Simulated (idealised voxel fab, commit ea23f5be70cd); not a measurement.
process module | voxel self aligned vias
cross-section cut | 240 nm wide | cells 5 nm
A cross-section is a grid of square cells, given in bands from the top down. A band is one or more rows of cells.
Each band's line starts with the height of the band's top and of its bottom, in nm. Then come its materials from left to right, each with its width in nm. One material with "throughout" fills the band from edge to edge. "air" is empty space.
Height 0 is the level under which the wafer as received is all one material. The lowest band goes on downwards, as in "0 down".
A width such as "30 to 40" changes by the same amount from each row of cells to the next, from the band's top row to its bottom row.
"no change" after a step means that no cell of the cross-section changed.
closed voids: empty space of 8 cells or more with no open way to the top, each as width x height at its distance from the left edge, in nm
after a step's settings: what the simulator itself notes on the step
overlay nm, on a step with a mask: how far to the right of its planned place the mask lay; to the left if negative
plan
1 op RECEIVE | material Si
2 op CONFORMAL_DEP | material SiO2 | thk nm 10
3 op CONFORMAL_DEP | material SiCN | thk nm 5
4 op DIRECTIONAL_DEP | material lowk | thk nm 25
5 op PATTERN | tone open | mask id LINES | material resist | width nm 25 | pitch nm 60 | thk nm 20 | overlay nm 0
6 op DIRECTIONAL_ETCH | etch materials lowk | depth nm 25
7 op STRIP | etch materials resist
8 op CONFORMAL_DEP | material TiN | thk nm 5
9 op FILL_DEP | material W | thk nm 5
10 op CMP | height nm 40
11 op SELECTIVE_ETCH | etch materials W Ru TiN | depth nm 10
12 op FILL_DEP | material SiN | thk nm 10
13 op CMP | height nm 40
14 op DIRECTIONAL_DEP | material lowk | thk nm 20
15 op DIRECTIONAL_DEP | material aC | thk nm 10
16 op PATTERN | tone open | mask id VIAS | material resist | width nm 45 | pitch nm 120 | thk nm 30 | overlay nm 0
17 op DIRECTIONAL_ETCH | etch materials aC | depth nm 10
18 op STRIP | etch materials resist
19 op DIRECTIONAL_ETCH | etch materials lowk | depth nm 20
20 op DIRECTIONAL_ETCH | etch materials SiN | depth nm 10
21 op STRIP | etch materials aC
22 op CONFORMAL_DEP | material TiN | thk nm 5
23 op FILL_DEP | material Cu | thk nm 5
24 op CMP | height nm 60
25 op CONFORMAL_DEP | material SiN | thk nm 5
as received, after step 1
  0 down: Si throughout
  closed voids: none
first wafer at the end, as planned
  65 to 60: SiN throughout
  60 to 45: lowk 35 | TiN 5 | Cu 35 | TiN 5 | lowk 75 | TiN 5 | Cu 35 | TiN 5 | lowk 40
  45 to 40: lowk 35 | TiN 15 | Cu 15 | TiN 15 | lowk 75 | TiN 15 | Cu 15 | TiN 15 | lowk 40
  40 to 35: lowk 45 | TiN 5 | Cu 15 | TiN 5 | lowk 35 | SiN 25 | lowk 35 | TiN 5 | Cu 15 | TiN 5 | lowk 50
  35 to 30: lowk 45 | TiN 25 | lowk 35 | SiN 25 | lowk 35 | TiN 25 | lowk 50
  30 to 20: lowk 45 | TiN 5 | W 15 | TiN 5 | lowk 35 | TiN 5 | W 15 | TiN 5 | lowk 35 | TiN 5 | W 15 | TiN 5 | lowk 50
  20 to 15: lowk 45 | TiN 25 | lowk 35 | TiN 25 | lowk 35 | TiN 25 | lowk 50
  15 to 10: SiCN throughout
  10 to 0: SiO2 throughout
  0 down: Si throughout
  closed voids: none
second wafer at the end: like start, like plan, one mistake
  65 to 60: SiN throughout
  60 to 40: lowk 35 | TiN 5 | Cu 35 | TiN 5 | lowk 75 | TiN 5 | Cu 35 | TiN 5 | lowk 40
  40 to 35: lowk 35 | TiN 5 | Cu 35 | TiN 5 | lowk 25 | SiN 25 | lowk 25 | TiN 5 | Cu 35 | TiN 5 | lowk 40
  35 to 30: lowk 35 | TiN 45 | lowk 25 | SiN 25 | lowk 25 | TiN 45 | lowk 40
  30 to 20: lowk 35 | TiN 15 | W 15 | TiN 15 | lowk 25 | TiN 5 | W 15 | TiN 5 | lowk 25 | TiN 15 | W 15 | TiN 15 | lowk 40
  20 to 15: lowk 45 | TiN 25 | lowk 35 | TiN 25 | lowk 35 | TiN 25 | lowk 50
  15 to 10: SiCN throughout
  10 to 0: SiO2 throughout
  0 down: Si throughout
  closed voids: none
what went wrong: step 19 was run twice
at the end the second wafer has, in cells: 16 more of Cu | 16 more of TiN | 32 fewer of lowk
